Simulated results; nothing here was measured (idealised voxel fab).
Process module in this document: voxel ribs on slabs
Pictured: cross-section cut, 140 nm wide, on a grid of 5 nm square cells.
Cross-section layout: square cells on a grid; listed as bands, top to bottom; a band spans one or more cell rows.
Basically the band line says how high the top is and how high the bottom is, in nm, and then what's in it from left to right, every material with its width in nm. Empty space shows up as "empty", and if a single material carries "full width" it runs the full band edge to edge.
Zero point of the height axis is 0; under it, received wafer = one material. Lowest band: continues down indefinitely, "from 0 down".
It should be noted that a width expressed as "30 to 40" varies in equal increments from row to row of cells within the band, taking the value of the first number at the top row and that of the second number at the bottom row.
What does "no change occurred" mean for a step? It means no cell of the cross-section changed in that step.
Each empty space that has no open way to the top and spans at least 8 cells appears under "Closed internal cavities" as width x height at distance, the distance counted from the left edge, all in nm.
Post-settings text on a step line: simulator's own remark regarding the step.
overlay nm: where the mask lay relative to plan, measured to the right, on steps with a mask; negatives go left.
**Below is the list of planned process steps**
1,RECEIVE: material Si
2,DIRECTIONAL_DEP: material SiO2, thk nm 25
3,DIRECTIONAL_DEP: material polySi, thk nm 25
4,MASKED_ETCH: tone cover, mask id RIB, width nm 25, etch materials polySi, depth nm 20, overlay nm 0
5,MASKED_ETCH: tone cover, mask id SLAB, width nm 85, etch materials polySi, depth nm 5, overlay nm 0
6,FILL_DEP: material SiO2, thk nm 15
7,CMP: height nm 60
8,DIRECTIONAL_DEP: material TiN, thk nm 10
9,MASKED_ETCH: tone cover, mask id HEATER, width nm 35, etch materials TiN, depth nm 10, overlay nm 0
10,CONFORMAL_DEP: material SiO2, thk nm 5
**Here's what the wafer looked like in cross-section when it arrived - that's after step 1**
* from 0 down = Si full width
* Closed internal cavities: none
**The cross-section shown corresponds to the wafer at the conclusion of the module. The initial structure and the process plan are those presented above; however, one mistake occurred in executing the plan**
* from 75 to 70 = 45 of empty / 45 of SiO2 / 50 of empty
* from 70 to 65 = 45 of empty / 5 of SiO2 / 35 of TiN / 5 of SiO2 / 50 of empty
* from 65 to 60 = 50 of SiO2 / 35 of TiN / 55 of SiO2
* from 60 to 45 = SiO2 full width
* from 45 to 25 = 55 of SiO2 / 25 of polySi / 60 of SiO2
* from 25 to 0 = SiO2 full width
* from 0 down = Si full width
* Closed internal cavities: none
What broke from the plan during processing? off-plan run, step 3, actual operation and settings DIRECTIONAL_DEP: material polySi, thk nm 20
